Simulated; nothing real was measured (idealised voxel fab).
Proc. module: voxel capacitor over wiring
This is section cut - it's 225 nm across, gridded in 5 nm square cells.
A cross-section in this document is a grid of square cells, and it is written down as bands, the top band listed before the ones below it; a band is made up of one or more rows of cells.
For a band, the entry starts with two heights in nm, that of the top and then that of the bottom, and carries on with the band's materials in order from left to right, each alongside its width in nm; the word "edge to edge" beside a single material means it fills the band edge to edge, and "air" means empty space.
Heights from 0 (as-received wafer is one material below). Bottom band endless downward, as "0 and below".
The expression "30->40" gives the width at the extremes of the band, the first number at its top row of cells and the second at its bottom row, with the width changing by equal amounts from each row to the next in between.
A step reported as "no change" is a step in which no cell of the cross-section changed.
Entry "Trapped void list" = empty spaces >= 8 cells with no open way to the top; each as width x height at distance, distance from left edge, all nm.
Past the settings on a step's line: simulator remark, on that step.
"overlay nm", when on a step's line for a step with a mask, measures how far to the right of its planned place the mask lay; a negative measure means to the left.
-- Listed below are the process steps as planned
1. RECEIVE with material Si
2. CONFORMAL_DEP with material SiO2, thk nm 15
3. DIRECTIONAL_DEP with material TiN, thk nm 5
4. DIRECTIONAL_DEP with material W, thk nm 15
5. MASKED_ETCH with tone cover, mask id METAL_1, width nm 25, pitch nm 95, etch materials W, depth nm 15, overlay nm 0
6. MASKED_ETCH with tone cover, mask id METAL_1, width nm 25, pitch nm 95, etch materials TiN, depth nm 5, overlay nm 0
7. CONFORMAL_DEP with material SiCN, thk nm 5
8. FILL_DEP with material lowk, thk nm 5
9. CMP with height nm 35
10. CONFORMAL_DEP with material SiCN, thk nm 5
11. DIRECTIONAL_DEP with material lowk, thk nm 15
12. PATTERN with tone open, mask id PLUG_1, material resist, width nm 15, thk nm 20, overlay nm 0
13. DIRECTIONAL_ETCH with etch materials lowk, depth nm 15
14. DIRECTIONAL_ETCH with etch materials SiCN, depth nm 5
15. STRIP with etch materials resist
16. CONFORMAL_DEP with material TiN, thk nm 5
17. FILL_DEP with material Ru, thk nm 10
18. CMP with height nm 55
19. DIRECTIONAL_DEP with material TiN, thk nm 5
20. DIRECTIONAL_DEP with material SiN, thk nm 5
21. DIRECTIONAL_DEP with material TiN, thk nm 5
22. PATTERN with tone cover, mask id UPPER_PLATE, material resist, width nm 75, thk nm 15, overlay nm 0
23. DIRECTIONAL_ETCH with etch materials TiN, depth nm 5
24. DIRECTIONAL_ETCH with etch materials SiN, depth nm 5
25. STRIP with etch materials resist
26. MASKED_ETCH with tone cover, mask id LOWER_PLATE, width nm 85, etch materials TiN, depth nm 5, overlay nm 0
27. FILL_DEP with material SiO2, thk nm 20
28. CMP with height nm 85
29. MASKED_ETCH with tone open, mask id PLUG_2, width nm 15, etch materials SiO2, depth nm 15, overlay nm 0
30. CONFORMAL_DEP with material TiN, thk nm 5
31. FILL_DEP with material Ru, thk nm 10
32. CMP with height nm 85
33. CONFORMAL_DEP with material SiN, thk nm 5
-- First of two wafers, with the run carried out as planned
-- Wafer as received: cross-section following step 1
- 0 and below  Si edge to edge
- Trapped void list: none
-- Wafer section view after processing step 2
- 15 down to 0  SiO2 edge to edge
- Nothing below the height 0 has changed.
-- Wafer section view after processing step 3
- 20 down to 15  TiN edge to edge
- Nothing below the height 15 has changed.
-- Wafer section view after processing step 4
- 35 down to 20  W edge to edge
- Nothing below the height 20 has changed.
-- Wafer section view after processing step 5
- 35 down to 20  air (50); W (25); air (70); W (25); air (55)
- Nothing below the height 20 has changed.
-- Wafer section view after processing step 6
- 35 down to 20  air (50); W (25); air (70); W (25); air (55)
- 20 down to 15  air (50); TiN (25); air (70); TiN (25); air (55)
- Nothing below the height 15 has changed.
-- Wafer section view after processing step 7
- 40 down to 35  air (45); SiCN (35); air (60); SiCN (35); air (50)
- 35 down to 20  air (45); SiCN (5); W (25); SiCN (5); air (60); SiCN (5); W (25); SiCN (5); air (50)
- 20 down to 15  SiCN (50); TiN (25); SiCN (70); TiN (25); SiCN (55)
- Nothing below the height 15 has changed.
-- Wafer section view after processing step 8
- 45 down to 40  lowk edge to edge
- 40 down to 35  lowk (45); SiCN (35); lowk (60); SiCN (35); lowk (50)
- 35 down to 20  lowk (45); SiCN (5); W (25); SiCN (5); lowk (60); SiCN (5); W (25); SiCN (5); lowk (50)
- Nothing below the height 20 has changed.
-- Wafer section view after processing step 9
- 35 down to 20  lowk (45); SiCN (5); W (25); SiCN (5); lowk (60); SiCN (5); W (25); SiCN (5); lowk (50)
- Nothing below the height 20 has changed.
-- Wafer section view after processing step 10
- 40 down to 35  SiCN edge to edge
- Nothing below the height 35 has changed.
-- Wafer section view after processing step 11
- 55 down to 40  lowk edge to edge
- Nothing below the height 40 has changed.
-- Wafer section view after processing step 12
- 75 down to 55  resist (60); air (15); resist (150)
- Nothing below the height 55 has changed.
-- Wafer section view after processing step 13
- 75 down to 55  resist (60); air (15); resist (150)
- 55 down to 40  lowk (60); air (15); lowk (150)
- Nothing below the height 40 has changed.
-- Wafer section view after processing step 14
- 75 down to 55  resist (60); air (15); resist (150)
- 55 down to 40  lowk (60); air (15); lowk (150)
- 40 down to 35  SiCN (60); air (15); SiCN (150)
- Nothing below the height 35 has changed.
-- Wafer section view after processing step 15
- 55 down to 40  lowk (60); air (15); lowk (150)
- Nothing below the height 40 has changed.
-- Wafer section view after processing step 16
- 60 down to 55  TiN (65); air (5); TiN (155)
- 55 down to 40  lowk (60); TiN (5); air (5); TiN (5); lowk (150)
- 40 down to 35  SiCN (60); TiN (15); SiCN (150)
- Nothing below the height 35 has changed.
-- Wafer section view after processing step 17
- 70 down to 60  Ru edge to edge
- 60 down to 55  TiN (65); Ru (5); TiN (155)
- 55 down to 40  lowk (60); TiN (5); Ru (5); TiN (5); lowk (150)
- Nothing below the height 40 has changed.
-- Wafer section view after processing step 18
- 55 down to 40  lowk (60); TiN (5); Ru (5); TiN (5); lowk (150)
- Nothing below the height 40 has changed.
-- Wafer section view after processing step 19
- 60 down to 55  TiN edge to edge
- Nothing below the height 55 has changed.
-- Wafer section view after processing step 20
- 65 down to 60  SiN edge to edge
- Nothing below the height 60 has changed.
-- Wafer section view after processing step 21
- 70 down to 65  TiN edge to edge
- Nothing below the height 65 has changed.
-- Wafer section view after processing step 22
- 85 down to 70  air (60); resist (75); air (90)
- Nothing below the height 70 has changed.
-- Wafer section view after processing step 23
- 85 down to 70  air (60); resist (75); air (90)
- 70 down to 65  air (60); TiN (75); air (90)
- Nothing below the height 65 has changed.
-- Wafer section view after processing step 24
- 85 down to 70  air (60); resist (75); air (90)
- 70 down to 65  air (60); TiN (75); air (90)
- 65 down to 60  air (60); SiN (75); air (90)
- Nothing below the height 60 has changed.
-- Wafer section view after processing step 25
- 70 down to 65  air (60); TiN (75); air (90)
- Nothing below the height 65 has changed.
-- Wafer section view after processing step 26
- 70 down to 65  air (60); TiN (75); air (90)
- 65 down to 60  air (60); SiN (75); air (90)
- 60 down to 55  air (55); TiN (85); air (85)
- Nothing below the height 55 has changed.
-- Wafer section view after processing step 27
- 90 down to 70  SiO2 edge to edge
- 70 down to 65  SiO2 (60); TiN (75); SiO2 (90)
- 65 down to 60  SiO2 (60); SiN (75); SiO2 (90)
- 60 down to 55  SiO2 (55); TiN (85); SiO2 (85)
- Nothing below the height 55 has changed.
-- Wafer section view after processing step 28
- 85 down to 70  SiO2 edge to edge
- Nothing below the height 70 has changed.
-- Wafer section view after processing step 29
- 85 down to 70  SiO2 (70); air (15); SiO2 (140)
- Nothing below the height 70 has changed.
-- Wafer section view after processing step 30
- 90 down to 85  TiN (75); air (5); TiN (145)
- 85 down to 75  SiO2 (70); TiN (5); air (5); TiN (5); SiO2 (140)
- 75 down to 65  SiO2 (70->60); TiN (15->75); SiO2 (140->90)
- Nothing below the height 65 has changed.
-- Wafer section view after processing step 31
- 100 down to 90  Ru edge to edge
- 90 down to 85  TiN (75); Ru (5); TiN (145)
- 85 down to 75  SiO2 (70); TiN (5); Ru (5); TiN (5); SiO2 (140)
- Nothing below the height 75 has changed.
-- Wafer section view after processing step 32
- 85 down to 75  SiO2 (70); TiN (5); Ru (5); TiN (5); SiO2 (140)
- Nothing below the height 75 has changed.
-- Wafer section view after processing step 33
- 90 down to 85  SiN edge to edge
- Nothing below the height 85 has changed.
-- Second wafer, same starting conditions and recipe as the first, one mistake in executing it, nothing differs from the first up to and including step 1
-- Cross-section, second wafer, at the end time the plan gives for step 2
- 30 down to 0  SiO2 edge to edge
- Nothing below the height 0 has changed.
-- Cross-section, second wafer, at the end time the plan gives for step 3
- 35 down to 30  TiN edge to edge
- Nothing below the height 30 has changed.
-- Cross-section, second wafer, at the end time the plan gives for step 4
- 50 down to 35  W edge to edge
- Nothing below the height 35 has changed.
-- Cross-section, second wafer, at the end time the plan gives for step 5
- 50 down to 35  air (50); W (25); air (70); W (25); air (55)
- Nothing below the height 35 has changed.
-- Cross-section, second wafer, at the end time the plan gives for step 6
- 50 down to 35  air (50); W (25); air (70); W (25); air (55)
- 35 down to 30  air (50); TiN (25); air (70); TiN (25); air (55)
- Nothing below the height 30 has changed.
-- Cross-section, second wafer, at the end time the plan gives for step 7
- 55 down to 50  air (45); SiCN (35); air (60); SiCN (35); air (50)
- 50 down to 35  air (45); SiCN (5); W (25); SiCN (5); air (60); SiCN (5); W (25); SiCN (5); air (50)
- 35 down to 30  SiCN (50); TiN (25); SiCN (70); TiN (25); SiCN (55)
- Nothing below the height 30 has changed.
-- Cross-section, second wafer, at the end time the plan gives for step 8
- 60 down to 55  lowk edge to edge
- 55 down to 50  lowk (45); SiCN (35); lowk (60); SiCN (35); lowk (50)
- 50 down to 35  lowk (45); SiCN (5); W (25); SiCN (5); lowk (60); SiCN (5); W (25); SiCN (5); lowk (50)
- Nothing below the height 35 has changed.
-- Cross-section, second wafer, at the end time the plan gives for step 9
- 35 down to 30  SiCN (50); TiN (25); SiCN (70); TiN (25); SiCN (55)
- Nothing below the height 30 has changed.
-- Cross-section, second wafer, at the end time the plan gives for step 10
- 40 down to 35  SiCN edge to edge
- Nothing below the height 35 has changed.
-- Cross-section, second wafer, at the end time the plan gives for step 11
- 55 down to 40  lowk edge to edge
- Nothing below the height 40 has changed.
-- Cross-section, second wafer, at the end time the plan gives for step 12
- 75 down to 55  resist (60); air (15); resist (150)
- Nothing below the height 55 has changed.
-- Cross-section, second wafer, at the end time the plan gives for step 13
- 75 down to 55  resist (60); air (15); resist (150)
- 55 down to 40  lowk (60); air (15); lowk (150)
- Nothing below the height 40 has changed.
-- Cross-section, second wafer, at the end time the plan gives for step 14
- 75 down to 55  resist (60); air (15); resist (150)
- 55 down to 40  lowk (60); air (15); lowk (150)
- 40 down to 35  SiCN (60); air (15); SiCN (150)
- Nothing below the height 35 has changed.
-- Cross-section, second wafer, at the end time the plan gives for step 15
- 55 down to 40  lowk (60); air (15); lowk (150)
- Nothing below the height 40 has changed.
-- Cross-section, second wafer, at the end time the plan gives for step 16
- 60 down to 55  TiN (65); air (5); TiN (155)
- 55 down to 40  lowk (60); TiN (5); air (5); TiN (5); lowk (150)
- 40 down to 35  SiCN (60); TiN (15); SiCN (150)
- Nothing below the height 35 has changed.
-- Cross-section, second wafer, at the end time the plan gives for step 17
- 70 down to 60  Ru edge to edge
- 60 down to 55  TiN (65); Ru (5); TiN (155)
- 55 down to 40  lowk (60); TiN (5); Ru (5); TiN (5); lowk (150)
- Nothing below the height 40 has changed.
-- Cross-section, second wafer, at the end time the plan gives for step 18
- 55 down to 40  lowk (60); TiN (5); Ru (5); TiN (5); lowk (150)
- Nothing below the height 40 has changed.
-- Cross-section, second wafer, at the end time the plan gives for step 19
- 60 down to 55  TiN edge to edge
- Nothing below the height 55 has changed.
-- Cross-section, second wafer, at the end time the plan gives for step 20
- 65 down to 60  SiN edge to edge
- Nothing below the height 60 has changed.
-- Cross-section, second wafer, at the end time the plan gives for step 21
- 70 down to 65  TiN edge to edge
- Nothing below the height 65 has changed.
-- Cross-section, second wafer, at the end time the plan gives for step 22
- 85 down to 70  air (60); resist (75); air (90)
- Nothing below the height 70 has changed.
-- Cross-section, second wafer, at the end time the plan gives for step 23
- 85 down to 70  air (60); resist (75); air (90)
- 70 down to 65  air (60); TiN (75); air (90)
- Nothing below the height 65 has changed.
-- Cross-section, second wafer, at the end time the plan gives for step 24
- 85 down to 70  air (60); resist (75); air (90)
- 70 down to 65  air (60); TiN (75); air (90)
- 65 down to 60  air (60); SiN (75); air (90)
- Nothing below the height 60 has changed.
-- Cross-section, second wafer, at the end time the plan gives for step 25
- 70 down to 65  air (60); TiN (75); air (90)
- Nothing below the height 65 has changed.
-- Cross-section, second wafer, at the end time the plan gives for step 26
- 70 down to 65  air (60); TiN (75); air (90)
- 65 down to 60  air (60); SiN (75); air (90)
- 60 down to 55  air (55); TiN (85); air (85)
- Nothing below the height 55 has changed.
-- Cross-section, second wafer, at the end time the plan gives for step 27
- 90 down to 70  SiO2 edge to edge
- 70 down to 65  SiO2 (60); TiN (75); SiO2 (90)
- 65 down to 60  SiO2 (60); SiN (75); SiO2 (90)
- 60 down to 55  SiO2 (55); TiN (85); SiO2 (85)
- Nothing below the height 55 has changed.
-- Cross-section, second wafer, at the end time the plan gives for step 28
- 85 down to 70  SiO2 edge to edge
- Nothing below the height 70 has changed.
-- Cross-section, second wafer, at the end time the plan gives for step 29
- 85 down to 70  SiO2 (70); air (15); SiO2 (140)
- Nothing below the height 70 has changed.
-- Cross-section, second wafer, at the end time the plan gives for step 30
- 90 down to 85  TiN (75); air (5); TiN (145)
- 85 down to 75  SiO2 (70); TiN (5); air (5); TiN (5); SiO2 (140)
- 75 down to 65  SiO2 (70->60); TiN (15->75); SiO2 (140->90)
- Nothing below the height 65 has changed.
-- Cross-section, second wafer, at the end time the plan gives for step 31
- 100 down to 90  Ru edge to edge
- 90 down to 85  TiN (75); Ru (5); TiN (145)
- 85 down to 75  SiO2 (70); TiN (5); Ru (5); TiN (5); SiO2 (140)
- Nothing below the height 75 has changed.
-- Cross-section, second wafer, at the end time the plan gives for step 32
- 85 down to 75  SiO2 (70); TiN (5); Ru (5); TiN (5); SiO2 (140)
- Nothing below the height 75 has changed.
-- Cross-section, second wafer, at the end time the plan gives for step 33
- 90 down to 85  SiN edge to edge
- Nothing below the height 85 has changed.
Diagnosis: step 2 of the plan was carried out twice
FYI, end of process, the second wafer has more or fewer cells of some materials than the first: 12 fewer of SiCN, 135 more of SiO2, 30 fewer of W, 93 fewer of lowk
